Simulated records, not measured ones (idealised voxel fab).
The document below concerns the process module designated voxel self aligned vias.
Cross-sectional view cut (width: 290 nm; square cell size: 5 nm).
A cross-section is written here as square cells arranged in a grid, and it is given in bands from the top down, each band taking up one or more rows of cells. In this notation a band is specified by the heights of its top and bottom, in that order and in nm, after which its materials appear from left to right, each paired with its width in nm. The word "everywhere" attached to a single material means that material fills the band from edge to edge; the word "empty" stands for empty space. Heights are expressed relative to 0, this being the level below which the as-received wafer comprises one material exclusively. The lowest band is unbounded in the downward direction and is denoted as in "0 down". So if you see something like "30 to 40" for the width, read it as the top row of the band sitting at the first number and the bottom row at the second, with every row in between moving by the same amount as the last. "no change occurred" (step): cross-section cells unchanged, all of them. Closed empty spaces (no open way to the top) of 8 cells or more are what "Sealed internal voids" lists, each as width x height at distance from the left edge, nm for all three. The remark found on a step's line after its settings is issued by the simulator itself and pertains to that step. If you see "overlay nm" on a step's line and that step has a mask, it's telling you how far right of where it was planned the mask ended up; a negative number means it went left instead.
## Planned step list for the process
1) RECEIVE | material Si
2) CONFORMAL_DEP | material SiO2 | thk nm 15
3) CONFORMAL_DEP | material SiCN | thk nm 5
4) DIRECTIONAL_DEP | material SiO2 | thk nm 20
5) MASKED_ETCH | tone open | mask id LINES | width nm 30 | pitch nm 65 | etch materials SiO2 | depth nm 20 | overlay nm 0
6) CONFORMAL_DEP | material TiN | thk nm 5
7) FILL_DEP | material Ru | thk nm 10
8) CMP | height nm 40
9) SELECTIVE_ETCH | etch materials W Ru TiN | depth nm 5
10) FILL_DEP | material SiN | thk nm 10
11) CMP | height nm 40
12) DIRECTIONAL_DEP | material SiO2 | thk nm 15
13) DIRECTIONAL_DEP | material aC | thk nm 10
14) PATTERN | tone open | mask id VIAS | material resist | width nm 40 | pitch nm 130 | thk nm 30 | overlay nm 0
15) DIRECTIONAL_ETCH | etch materials aC | depth nm 10
16) STRIP | etch materials resist
17) DIRECTIONAL_ETCH | etch materials SiO2 | depth nm 15
18) DIRECTIONAL_ETCH | etch materials SiN | depth nm 5
19) STRIP | etch materials aC
20) CONFORMAL_DEP | material TiN | thk nm 5
21) FILL_DEP | material W | thk nm 10
22) CMP | height nm 55
23) CONFORMAL_DEP | material SiCN | thk nm 5
## Step 1 complete: cross-section of the wafer as received
    0 down: Si everywhere
    Sealed internal voids: none
## Module complete - cross-section of the first of two wafers, run according to plan
    60 to 55: SiCN everywhere
    55 to 45: SiO2=60 / TiN=5 / W=30 / TiN=5 / SiO2=90 / TiN=5 / W=30 / TiN=5 / SiO2=60
    45 to 40: SiO2=60 / TiN=10 / W=20 / TiN=10 / SiO2=90 / TiN=10 / W=20 / TiN=10 / SiO2=60
    40 to 35: SiO2=65 / TiN=30 / SiO2=35 / SiN=30 / SiO2=35 / TiN=30 / SiO2=65
    35 to 25: SiO2=65 / TiN=5 / Ru=20 / TiN=5 / SiO2=35 / TiN=5 / Ru=20 / TiN=5 / SiO2=35 / TiN=5 / Ru=20 / TiN=5 / SiO2=65
    25 to 20: SiO2=65 / TiN=30 / SiO2=35 / TiN=30 / SiO2=35 / TiN=30 / SiO2=65
    20 to 15: SiCN everywhere
    15 to 0: SiO2 everywhere
    0 down: Si everywhere
    Sealed internal voids: none
## Here's the second of our two wafers sectioned at module end. Same start as the first, same plan, but one mistake got made running it
    60 to 55: SiCN everywhere
    55 to 45: SiO2=60 / TiN=5 / W=30 / TiN=5 / SiO2=90 / TiN=5 / W=30 / TiN=5 / SiO2=60
    45 to 40: SiO2=60 / TiN=10 / W=20 / TiN=10 / SiO2=90 / TiN=10 / W=20 / TiN=10 / SiO2=60
    40 to 35: SiO2=65 / TiN=30 / SiO2=35 / SiN=30 / SiO2=35 / TiN=30 / SiO2=65
    35 to 30: SiCN everywhere
    30 to 0: SiO2 everywhere
    0 down: Si everywhere
    Sealed internal voids: none
What was done differently from what was planned? step 2 in the plan was executed twice
At the finish, the second wafer shows more or fewer cells for some materials than the first does: Ru: 24 fewer, SiO2: 54 more, TiN: 30 fewer
